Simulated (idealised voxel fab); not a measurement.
process module | voxel plated lines
cross-section cut | 215 nm wide | cells 5 nm
A cross-section is a grid of square cells, given in bands from the top down. A band is one or more rows of cells.
Each band's line starts with the height of the band's top and of its bottom, in nm. Then come its materials from left to right, each with its width in nm. One material with "throughout" fills the band from edge to edge. "air" is empty space.
Height 0 is the level under which the wafer as received is all one material. The lowest band goes on downwards, as in "0 down".
A width such as "30 to 40" changes by the same amount from each row of cells to the next, from the band's top row to its bottom row.
"no change" after a step means that no cell of the cross-section changed.
closed voids: empty space of 8 cells or more with no open way to the top, each as width x height at its distance from the left edge, in nm
after a step's settings: what the simulator itself notes on the step
overlay nm, on a step with a mask: how far to the right of its planned place the mask lay; to the left if negative
plan
1 op RECEIVE | material Si
2 op CONFORMAL_DEP | material SiN | thk nm 10
3 op DIRECTIONAL_DEP | material TiN | thk nm 5
4 op PATTERN | tone open | mask id LINES | material resist | width nm 25 | pitch nm 45 | thk nm 40 | overlay nm -15
5 op EPI | material Ru | thk nm 10
6 op EPI | material Ru | thk nm 10
7 op EPI | material Ru | thk nm 10
8 op STRIP | etch materials resist
9 op DIRECTIONAL_ETCH | etch materials TiN | depth nm 5
10 op CONFORMAL_DEP | material SiCN | thk nm 10
varied across the wafers: overlay nm of step 4. The plan shows the first wafer's value. All wafers start alike
first wafer as received, after step 1
  0 down: Si throughout
  closed voids: none
first wafer at the end, after step 10
  55 to 45: air 25 | SiCN 135 | air 55
  45 to 20: air 25 | SiCN 10 | Ru 25 | SiCN 20 | Ru 25 | SiCN 20 | Ru 25 | SiCN 10 | air 55
  20 to 15: SiCN 35 | Ru 25 | SiCN 20 | Ru 25 | SiCN 20 | Ru 25 | SiCN 65
  15 to 10: SiCN 35 | TiN 25 | SiCN 20 | TiN 25 | SiCN 20 | TiN 25 | SiCN 65
  10 to 0: SiN throughout
  0 down: Si throughout
  closed voids: none
last wafer at the end
  55 to 45: air 55 | SiCN 135 | air 25
  45 to 20: air 55 | SiCN 10 | Ru 25 | SiCN 20 | Ru 25 | SiCN 20 | Ru 25 | SiCN 10 | air 25
  20 to 15: SiCN 65 | Ru 25 | SiCN 20 | Ru 25 | SiCN 20 | Ru 25 | SiCN 35
  15 to 10: SiCN 65 | TiN 25 | SiCN 20 | TiN 25 | SiCN 20 | TiN 25 | SiCN 35
  10 to 0: SiN throughout
  0 down: Si throughout
  closed voids: none
each wafer at the end: cells of each material gained (+) or lost (-) since it was received, then its closed voids
overlay nm -15 | +90 Ru | +170 SiCN | +86 SiN | +15 TiN | closed voids: none
overlay nm -10 | +90 Ru | +170 SiCN | +86 SiN | +15 TiN | closed voids: none
overlay nm -5 | +90 Ru | +170 SiCN | +86 SiN | +15 TiN | closed voids: none
overlay nm 0 | +90 Ru | +170 SiCN | +86 SiN | +15 TiN | closed voids: none
overlay nm 5 | +90 Ru | +170 SiCN | +86 SiN | +15 TiN | closed voids: none
overlay nm 10 | +90 Ru | +170 SiCN | +86 SiN | +15 TiN | closed voids: none
overlay nm 15 | +90 Ru | +170 SiCN | +86 SiN | +15 TiN | closed voids: none
